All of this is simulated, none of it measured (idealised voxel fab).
Process module in this document: voxel plated lines
Xsec cut, 270 nm wide, square cell size 5 nm.
Each cross-section below is a grid of square cells, stated as bands in top-down order, with one or more rows of cells making up each band. Read a band's entry like this: the first values are the height of its top and the height of its bottom in nm, and what follows is the sequence of materials from left to right, each with its width in nm. Note that "blank" is empty space, and that a single material marked "edge to edge" reaches across the band from edge to edge. The reference from which all heights are counted is 0, the level beneath which the as-received wafer is entirely one material; the lowest band, having no lower bound, proceeds downward and is written after the example "z 0 and below". Width spec "30 to 40" -> top row of cells at first value, bottom row at second value, equal per-row change in between. Basically "changes: none" means that step didn't change any cell in the cross-section. The label "Completely enclosed voids" introduces a list of the empty spaces, 8 cells or larger, that have no open way up to the top; each entry in it reads width x height at distance, where the distance is taken from the left edge and all three are stated in nm. Read whatever lies past the settings on a step's line as the simulator's own remark about the step. On any step carrying a mask, the "overlay nm" setting, if present on the step's line, tells how far right of its planned place the mask lay; negative values point to the left.

Steps planned for the process:
1: RECEIVE, material Si
2: CONFORMAL_DEP, material SiO2, thk nm 15
3: DIRECTIONAL_DEP, material TiN, thk nm 5
4: PATTERN, tone open, mask id LINES, material resist, width nm 15, pitch nm 35, thk nm 15, overlay nm 0
5: EPI, material Ru, thk nm 10
6: STRIP, etch materials resist
7: DIRECTIONAL_ETCH, etch materials TiN, depth nm 5
8: CONFORMAL_DEP, material SiO2, thk nm 10

As received, after step 1:
> z 0 and below: Si edge to edge
> Completely enclosed voids: none

Cross-sectional result after module completion. Note: starting condition and plan are unchanged from above; one processing mistake was made:
> z 30 to 5: SiO2 edge to edge
> z 5 to 0: TiN edge to edge
> z 0 and below: Si edge to edge
> Completely enclosed voids: none
Short version of what went wrong: steps 2 and 3 traded places in the executed sequence
